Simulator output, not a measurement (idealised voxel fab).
Herein follows the process module entitled voxel transistor to metal.
FYI the section here is cut, 280 nm wide, cells are 5 nm squares.
Heads up, the way a cross-section reads in here is a grid of square cells, handed over as bands from the top down, with every band being one or more rows of cells.
Top height, bottom height, nm. Materials left to right, width each, nm. Single material + "edge to edge" = fills band edge to edge. "air" = empty.
Basically, 0 is our baseline, since under it the wafer straight out of the box is all one material. The bottom band has no lower end and keeps on going down, so it looks like "z 0 and below".
It should be noted that a width expressed as "30..40" varies in equal increments from row to row of cells within the band, taking the value of the first number at the top row and that of the second number at the bottom row.
Reading "identical to before" for a step: not a cell of the cross-section changed in it.
If an empty space has no open way to the top and is at least 8 cells in size, "Entrapped void list" lists it, written width x height at distance, where distance is measured from the left edge and every value is in nm.
Read whatever lies past the settings on a step's line as the simulator's own remark about the step.
overlay nm: on a step with a mask, how far right of its planned place the mask lay; negative means left.
## The steps planned for the process are as follows
step 1: RECEIVE (material Si)
step 2: OXIDIZE (depth nm 5)
step 3: CONFORMAL_DEP (material SiN; thk nm 10)
step 4: PATTERN (tone cover; mask id ACTIVE; material resist; width nm 105; pitch nm 125; thk nm 15; overlay nm 0)
step 5: DIRECTIONAL_ETCH (etch materials SiN; depth nm 10)
step 6: DIRECTIONAL_ETCH (etch materials SiO2; depth nm 5)
step 7: DIRECTIONAL_ETCH (etch materials Si; depth nm 30)
step 8: STRIP (etch materials resist)
step 9: OXIDIZE (depth nm 5)
step 10: FILL_DEP (material SiO2; thk nm 15)
step 11: CMP (height nm 10)
step 12: SELECTIVE_ETCH (etch materials SiO2; depth nm 5)
step 13: STRIP (etch materials SiN)
step 14: SELECTIVE_ETCH (etch materials SiO2; depth nm 5)
step 15: OXIDIZE (depth nm 5)
step 16: DIRECTIONAL_DEP (material polySi; thk nm 20)
step 17: DIRECTIONAL_DEP (material SiCN; thk nm 15)
step 18: DIRECTIONAL_DEP (material aC; thk nm 15)
step 19: PATTERN (tone cover; mask id GATE; material resist; width nm 15; pitch nm 125; thk nm 30; overlay nm 0)
step 20: DIRECTIONAL_ETCH (etch materials aC; depth nm 15)
step 21: STRIP (etch materials resist)
step 22: DIRECTIONAL_ETCH (etch materials SiCN; depth nm 25)
step 23: DIRECTIONAL_ETCH (etch materials polySi; depth nm 30)
step 24: STRIP (etch materials aC)
step 25: CONFORMAL_DEP (material SiO2; thk nm 5)
step 26: DIRECTIONAL_ETCH (etch materials SiO2; depth nm 5)
step 27: CONFORMAL_DEP (material SiN; thk nm 5)
step 28: DIRECTIONAL_ETCH (etch materials SiN; depth nm 5)
step 29: DIRECTIONAL_ETCH (etch materials SiO2; depth nm 5)
step 30: DIRECTIONAL_ETCH (etch materials Si; depth nm 10)
step 31: EPI (material pSi; thk nm 15)
step 32: FILL_DEP (material SiO2; thk nm 5)
step 33: CMP (height nm 30)
step 34: DIRECTIONAL_DEP (material SiO2; thk nm 10)
step 35: MASKED_ETCH (tone open; mask id CONTACT; width nm 35; etch materials SiO2; depth nm 45; overlay nm 0)
step 36: CONFORMAL_DEP (material TiN; thk nm 5)
step 37: FILL_DEP (material Ru; thk nm 10)
step 38: CMP (height nm 40)
step 39: DIRECTIONAL_DEP (material TiN; thk nm 5)
step 40: DIRECTIONAL_DEP (material W; thk nm 20)
step 41: MASKED_ETCH (tone cover; mask id METAL_1; width nm 20; etch materials W; depth nm 20; overlay nm 0)
step 42: MASKED_ETCH (tone cover; mask id METAL_1; width nm 20; etch materials TiN; depth nm 5; overlay nm 0)
step 43: FILL_DEP (material lowk; thk nm 5)
step 44: CMP (height nm 65)
step 45: CONFORMAL_DEP (material SiN; thk nm 5)
## Cross-section of the wafer at receipt, which is the condition after step 1
* z 0 and below = Si edge to edge
* Entrapped void list: none
## Module complete - cross-section of the first of two wafers, run according to plan
* z 70 to 65 = SiN edge to edge
* z 65 to 45 = 30 lowk  20 W  55 lowk  20 W  30 lowk  20 W  55 lowk  20 W  30 lowk
* z 45 to 40 = 30 lowk  20 TiN  55 lowk  20 TiN  30 lowk  20 TiN  55 lowk  20 TiN  30 lowk
* z 40 to 30 = 30 SiO2  5 TiN  25..20 Ru  5..10 TiN  25 SiO2  5..10 TiN  25..20 Ru  5 TiN  30 SiO2  5 TiN  25..20 Ru  5..10 TiN  25 SiO2  5..10 TiN  25..20 Ru  5 TiN  30 SiO2
* z 30 to 15 = 30 SiO2  5 TiN  20 Ru  5 TiN  5 SiN  5 SiO2  15 SiCN  5 SiO2  5 SiN  5 TiN  20 Ru  5 TiN  30 SiO2  5 TiN  20 Ru  5 TiN  5 SiN  5 SiO2  15 SiCN  5 SiO2  5 SiN  5 TiN  20 Ru  5 TiN  30 SiO2
* z 15 to 5 = 30 SiO2  5 TiN  20..5 Ru  5..20 TiN  5 SiN  5 SiO2  15 polySi  5 SiO2  5 SiN  5..20 TiN  20..5 Ru  5 TiN  30 SiO2  5 TiN  20..5 Ru  5..20 TiN  5 SiN  5 SiO2  15 polySi  5 SiO2  5 SiN  5..20 TiN  20..5 Ru  5 TiN  30 SiO2
* z 5 to 0 = 30 SiO2  5 TiN  5 Ru  5 TiN  15 pSi  5 SiN  5 SiO2  15 polySi  5 SiO2  5 SiN  15 pSi  5 TiN  5 Ru  5 TiN  30 SiO2  5 TiN  5 Ru  5 TiN  15 pSi  5 SiN  5 SiO2  15 polySi  5 SiO2  5 SiN  15 pSi  5 TiN  5 Ru  5 TiN  30 SiO2
* z 0 to -5 = 25 SiO2  5 SiN  15 TiN  15 pSi  5 SiN  5 SiO2  15 polySi  5 SiO2  5 SiN  15 pSi  15 TiN  5 SiN  20 SiO2  5 SiN  15 TiN  15 pSi  5 SiN  5 SiO2  15 polySi  5 SiO2  5 SiN  15 pSi  15 TiN  5 SiN  25 SiO2
* z -5 to -10 = 30 SiO2  30 pSi  35 SiO2  30 pSi  30 SiO2  30 pSi  35 SiO2  30 pSi  30 SiO2
* z -10 to -20 = 30 SiO2  30 pSi  35 Si  30 pSi  30 SiO2  30 pSi  35 Si  30 pSi  30 SiO2
* z -20 to -40 = 30 SiO2  95 Si  30 SiO2  95 Si  30 SiO2
* z -40 and below = Si edge to edge
* Entrapped void list: none
## Module end: cross-section of wafer two of two. Same start and process plan as the first wafer. One mistake during execution
* z 70 to 65 = SiN edge to edge
* z 65 to 45 = 30 lowk  20 W  55 lowk  20 W  30 lowk  20 W  55 lowk  20 W  30 lowk
* z 45 to 40 = 30 lowk  20 TiN  55 lowk  20 TiN  30 lowk  20 TiN  55 lowk  20 TiN  30 lowk
* z 40 to 30 = 30 SiO2  5 TiN  25..20 Ru  5..10 TiN  25 SiO2  5..10 TiN  25..20 Ru  5 TiN  30 SiO2  5 TiN  25..20 Ru  5..10 TiN  25 SiO2  5..10 TiN  25..20 Ru  5 TiN  30 SiO2
* z 30 to 15 = 30 SiO2  5 TiN  20 Ru  5 TiN  5 SiN  5 SiO2  15 SiCN  5 SiO2  5 SiN  5 TiN  20 Ru  5 TiN  30 SiO2  5 TiN  20 Ru  5 TiN  5 SiN  5 SiO2  15 SiCN  5 SiO2  5 SiN  5 TiN  20 Ru  5 TiN  30 SiO2
* z 15 to 5 = 30 SiO2  5 TiN  20..5 Ru  5..20 TiN  5 SiN  5 SiO2  15 polySi  5 SiO2  5 SiN  5..20 TiN  20..5 Ru  5 TiN  30 SiO2  5 TiN  20..5 Ru  5..20 TiN  5 SiN  5 SiO2  15 polySi  5 SiO2  5 SiN  5..20 TiN  20..5 Ru  5 TiN  30 SiO2
* z 5 to 0 = 30 SiO2  5 TiN  5 Ru  5 TiN  15 pSi  5 SiN  5 SiO2  15 polySi  5 SiO2  5 SiN  15 pSi  5 TiN  5 Ru  5 TiN  30 SiO2  5 TiN  5 Ru  5 TiN  15 pSi  5 SiN  5 SiO2  15 polySi  5 SiO2  5 SiN  15 pSi  5 TiN  5 Ru  5 TiN  30 SiO2
* z 0 to -5 = 25 SiO2  5 SiN  15 TiN  15 pSi  5 SiN  5 SiO2  15 polySi  5 SiO2  5 SiN  15 pSi  15 TiN  5 SiN  20 SiO2  5 SiN  15 TiN  15 pSi  5 SiN  5 SiO2  15 polySi  5 SiO2  5 SiN  15 pSi  15 TiN  5 SiN  25 SiO2
* z -5 to -10 = 30 SiO2  30 pSi  35 SiO2  30 pSi  30 SiO2  30 pSi  35 SiO2  30 pSi  30 SiO2
* z -10 to -20 = 30 SiO2  30 pSi  35 Si  30 pSi  30 SiO2  30 pSi  35 Si  30 pSi  30 SiO2
* z -20 to -70 = 30 SiO2  95 Si  30 SiO2  95 Si  30 SiO2
* z -70 and below = Si edge to edge
* Entrapped void list: none
Run error: step 7 from the plan got run twice
Final difference in cells, second wafer against first, listed per material as more or fewer: 108 fewer of Si, 108 more of SiO2
